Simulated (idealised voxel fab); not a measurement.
The following process module bears the name voxel ribs on slabs.
Displayed cross-section: cut, width of 200 nm, square cells sized 5 nm.
Format of a cross-section: grid, square cells. Given as bands. Order: top down. Band: one or more rows of cells.
First you get the band's top height and its bottom height, in nm, and then the materials it's made of, left to right, with each width in nm. If you see a single material with "edge to edge", that one covers the band edge to edge. "empty" is empty space.
Note: height 0 marks the level under which the wafer is uniformly one material as received. Lowest band unbounded below, written "from 0 down".
It should be noted that a width expressed as "30..40" varies in equal increments from row to row of cells within the band, taking the value of the first number at the top row and that of the second number at the bottom row.
The cross-section has no changed cell in any step marked "same as before".
"Non-vented voids" - sealed voids, min. 8 cells, no opening to top; format: width x height at distance (distance from left edge; nm throughout).
That trailing text on a step's line, after the settings, is the simulator's own remark on the step.
overlay nm: on a step with a mask, how far right of its planned place the mask lay; negative means left.

[plan]
1) RECEIVE,material Si
2) DIRECTIONAL_DEP,material SiO2,thk nm 20
3) DIRECTIONAL_DEP,material SiN,thk nm 25
4) PATTERN,tone cover,mask id RIB,material resist,width nm 20,thk nm 20,overlay nm 0
5) DIRECTIONAL_ETCH,etch materials SiN,depth nm 5
6) STRIP,etch materials resist
7) PATTERN,tone cover,mask id SLAB,material resist,width nm 80,thk nm 15,overlay nm 0
8) DIRECTIONAL_ETCH,etch materials SiN,depth nm 20
9) STRIP,etch materials resist
10) FILL_DEP,material SiO2,thk nm 30
11) CMP,height nm 65
12) DIRECTIONAL_DEP,material W,thk nm 10
13) MASKED_ETCH,tone cover,mask id HEATER,width nm 30,etch materials W,depth nm 10,overlay nm 0
14) CONFORMAL_DEP,material SiO2,thk nm 10

[So this is the incoming wafer in cross-section - it's already been through step 1]
from 0 down: Si edge to edge
Non-vented voids: none

[End-of-module cross-section of the first of two wafers, processed as planned]
from 85 to 75: empty 75 | SiO2 50 | empty 75
from 75 to 65: SiO2 85 | W 30 | SiO2 85
from 65 to 45: SiO2 edge to edge
from 45 to 40: SiO2 90 | SiN 20 | SiO2 90
from 40 to 20: SiO2 60 | SiN 80 | SiO2 60
from 20 to 0: SiO2 edge to edge
from 0 down: Si edge to edge
Non-vented voids: none

[Cross-sectional image of the second wafer of the two following completion of the module. Starting state and process plan were the same as for the first wafer; one execution error occurred]
from 75 to 65: empty 85 | W 30 | empty 85
from 65 to 45: SiO2 edge to edge
from 45 to 40: SiO2 90 | SiN 20 | SiO2 90
from 40 to 20: SiO2 60 | SiN 80 | SiO2 60
from 20 to 0: SiO2 edge to edge
from 0 down: Si edge to edge
Non-vented voids: none
In executing the process, a mistake was made relative to the plan: the plan's step 14 went unexecuted, having been skipped
Final wafer comparison in cells, second versus first, more or fewer per material: -88 SiO2
